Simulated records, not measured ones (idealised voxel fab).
process module | voxel capacitor over wiring
cross-section cut | 230 nm wide | cells 5 nm
A cross-section is a grid of square cells, given in bands from the top down. A band is one or more rows of cells.
Each band's line starts with the height of the band's top and of its bottom, in nm. Then come its materials from left to right, each with its width in nm. One material with "throughout" fills the band from edge to edge. "air" is empty space.
Height 0 is the level under which the wafer as received is all one material. The lowest band goes on downwards, as in "0 down".
A width such as "30 to 40" changes by the same amount from each row of cells to the next, from the band's top row to its bottom row.
"no change" after a step means that no cell of the cross-section changed.
closed voids: empty space of 8 cells or more with no open way to the top, each as width x height at its distance from the left edge, in nm
after a step's settings: what the simulator itself notes on the step
overlay nm, on a step with a mask: how far to the right of its planned place the mask lay; to the left if negative
plan
1 op RECEIVE | material Si
2 op CONFORMAL_DEP | material SiO2 | thk nm 15
3 op DIRECTIONAL_DEP | material TiN | thk nm 5
4 op DIRECTIONAL_DEP | material Ru | thk nm 15
5 op PATTERN | tone cover | mask id METAL_1 | material resist | width nm 25 | pitch nm 80 | thk nm 20 | overlay nm 0
6 op DIRECTIONAL_ETCH | etch materials Ru | depth nm 15
7 op DIRECTIONAL_ETCH | etch materials TiN | depth nm 5
8 op STRIP | etch materials resist
9 op FILL_DEP | material lowk | thk nm 10
10 op CMP | height nm 35
11 op CONFORMAL_DEP | material SiCN | thk nm 5
12 op DIRECTIONAL_DEP | material lowk | thk nm 20
13 op DIRECTIONAL_DEP | material aC | thk nm 10
14 op PATTERN | tone open | mask id PLUG_1 | material resist | width nm 15 | thk nm 30 | overlay nm 0
15 op DIRECTIONAL_ETCH | etch materials aC | depth nm 10
16 op STRIP | etch materials resist
17 op DIRECTIONAL_ETCH | etch materials lowk | depth nm 20
18 op DIRECTIONAL_ETCH | etch materials SiCN | depth nm 5
19 op STRIP | etch materials aC
20 op CONFORMAL_DEP | material TiN | thk nm 5
21 op FILL_DEP | material Ru | thk nm 5
22 op CMP | height nm 60
23 op DIRECTIONAL_DEP | material TiN | thk nm 10
24 op DIRECTIONAL_DEP | material Al2O3 | thk nm 5
25 op DIRECTIONAL_DEP | material TiN | thk nm 5
26 op MASKED_ETCH | tone cover | mask id UPPER_PLATE | width nm 60 | etch materials TiN | depth nm 5 | overlay nm 0
27 op MASKED_ETCH | tone cover | mask id UPPER_PLATE | width nm 60 | etch materials Al2O3 | depth nm 5 | overlay nm 0
28 op MASKED_ETCH | tone cover | mask id LOWER_PLATE | width nm 70 | etch materials TiN | depth nm 10 | overlay nm 0
29 op FILL_DEP | material SiO2 | thk nm 15
30 op CMP | height nm 90
31 op DIRECTIONAL_DEP | material aC | thk nm 10
32 op PATTERN | tone open | mask id PLUG_2 | material resist | width nm 15 | thk nm 25 | overlay nm 0
33 op DIRECTIONAL_ETCH | etch materials aC | depth nm 10
34 op STRIP | etch materials resist
35 op DIRECTIONAL_ETCH | etch materials SiO2 | depth nm 10
36 op STRIP | etch materials aC
37 op CONFORMAL_DEP | material TiN | thk nm 5
38 op FILL_DEP | material Ru | thk nm 5
39 op CMP | height nm 90
40 op CONFORMAL_DEP | material SiCN | thk nm 5
first wafer, as planned
as received, after step 1
  0 down: Si throughout
  closed voids: none
after step 2
  15 to 0: SiO2 throughout
  below 0: unchanged
after step 3
  20 to 15: TiN throughout
  below 15: unchanged
after step 4
  35 to 20: Ru throughout
  below 20: unchanged
after step 5
  55 to 35: air 60 | resist 25 | air 55 | resist 25 | air 65
  below 35: unchanged
after step 6
  55 to 35: air 60 | resist 25 | air 55 | resist 25 | air 65
  35 to 20: air 60 | Ru 25 | air 55 | Ru 25 | air 65
  below 20: unchanged
after step 7
  55 to 35: air 60 | resist 25 | air 55 | resist 25 | air 65
  35 to 20: air 60 | Ru 25 | air 55 | Ru 25 | air 65
  20 to 15: air 60 | TiN 25 | air 55 | TiN 25 | air 65
  below 15: unchanged
after step 8
  35 to 20: air 60 | Ru 25 | air 55 | Ru 25 | air 65
  below 20: unchanged
after step 9
  45 to 35: lowk throughout
  35 to 20: lowk 60 | Ru 25 | lowk 55 | Ru 25 | lowk 65
  20 to 15: lowk 60 | TiN 25 | lowk 55 | TiN 25 | lowk 65
  below 15: unchanged
after step 10
  35 to 20: lowk 60 | Ru 25 | lowk 55 | Ru 25 | lowk 65
  below 20: unchanged
after step 11
  40 to 35: SiCN throughout
  below 35: unchanged
after step 12
  60 to 40: lowk throughout
  below 40: unchanged
after step 13
  70 to 60: aC throughout
  below 60: unchanged
after step 14
  100 to 70: resist 70 | air 15 | resist 145
  below 70: unchanged
after step 15
  90 to 70: resist 70 | air 15 | resist 145
  70 to 60: aC 70 | air 15 | aC 145
  below 60: unchanged
after step 16
  70 to 60: aC 70 | air 15 | aC 145
  below 60: unchanged
after step 17
  70 to 60: aC 70 | air 15 | aC 145
  60 to 40: lowk 70 | air 15 | lowk 145
  below 40: unchanged
after step 18
  70 to 60: aC 70 | air 15 | aC 145
  60 to 40: lowk 70 | air 15 | lowk 145
  40 to 35: SiCN 70 | air 15 | SiCN 145
  below 35: unchanged
after step 19
  60 to 40: lowk 70 | air 15 | lowk 145
  below 40: unchanged
after step 20
  65 to 60: TiN 75 | air 5 | TiN 150
  60 to 40: lowk 70 | TiN 5 | air 5 | TiN 5 | lowk 145
  40 to 35: SiCN 70 | TiN 15 | SiCN 145
  below 35: unchanged
after step 21
  70 to 65: Ru throughout
  65 to 60: TiN 75 | Ru 5 | TiN 150
  60 to 40: lowk 70 | TiN 5 | Ru 5 | TiN 5 | lowk 145
  below 40: unchanged
after step 22
  60 to 40: lowk 70 | TiN 5 | Ru 5 | TiN 5 | lowk 145
  below 40: unchanged
after step 23
  70 to 60: TiN throughout
  below 60: unchanged
after step 24
  75 to 70: Al2O3 throughout
  below 70: unchanged
after step 25
  80 to 75: TiN throughout
  below 75: unchanged
after step 26
  80 to 75: air 70 | TiN 60 | air 100
  below 75: unchanged
after step 27
  80 to 75: air 70 | TiN 60 | air 100
  75 to 70: air 70 | Al2O3 60 | air 100
  below 70: unchanged
after step 28
  80 to 75: air 70 | TiN 60 | air 100
  75 to 70: air 70 | Al2O3 60 | air 100
  70 to 60: air 65 | TiN 70 | air 95
  below 60: unchanged
after step 29
  95 to 80: SiO2 throughout
  80 to 75: SiO2 70 | TiN 60 | SiO2 100
  75 to 70: SiO2 70 | Al2O3 60 | SiO2 100
  70 to 60: SiO2 65 | TiN 70 | SiO2 95
  below 60: unchanged
after step 30
  90 to 80: SiO2 throughout
  below 80: unchanged
after step 31
  100 to 90: aC throughout
  below 90: unchanged
after step 32
  125 to 100: resist 80 | air 15 | resist 135
  below 100: unchanged
after step 33
  115 to 100: resist 80 | air 15 | resist 135
  100 to 90: aC 80 | air 15 | aC 135
  below 90: unchanged
after step 34
  100 to 90: aC 80 | air 15 | aC 135
  below 90: unchanged
after step 35
  100 to 90: aC 80 | air 15 | aC 135
  90 to 80: SiO2 80 | air 15 | SiO2 135
  below 80: unchanged
after step 36
  90 to 80: SiO2 80 | air 15 | SiO2 135
  below 80: unchanged
after step 37
  95 to 90: TiN 85 | air 5 | TiN 140
  90 to 85: SiO2 80 | TiN 5 | air 5 | TiN 5 | SiO2 135
  85 to 75: SiO2 80 to 70 | TiN 15 to 60 | SiO2 135 to 100
  below 75: unchanged
after step 38
  100 to 95: Ru throughout
  95 to 90: TiN 85 | Ru 5 | TiN 140
  90 to 85: SiO2 80 | TiN 5 | Ru 5 | TiN 5 | SiO2 135
  below 85: unchanged
after step 39
  90 to 85: SiO2 80 | TiN 5 | Ru 5 | TiN 5 | SiO2 135
  below 85: unchanged
after step 40
  95 to 90: SiCN throughout
  below 90: unchanged
second wafer: like start, like plan, one mistake. Through step 37 it matches the first wafer
when step 38 should have ended
  100 to 95: Al2O3 throughout
  95 to 90: TiN 85 | Al2O3 5 | TiN 140
  90 to 85: SiO2 80 | TiN 5 | Al2O3 5 | TiN 5 | SiO2 135
  below 85: unchanged
when step 39 should have ended
  90 to 85: SiO2 80 | TiN 5 | Al2O3 5 | TiN 5 | SiO2 135
  below 85: unchanged
when step 40 should have ended
  95 to 90: SiCN throughout
  below 90: unchanged
what went wrong: step 38 ran as: op FILL_DEP | material Al2O3 | thk nm 5
at the end the second wafer has, in cells: 1 more of Al2O3 | 1 fewer of Ru
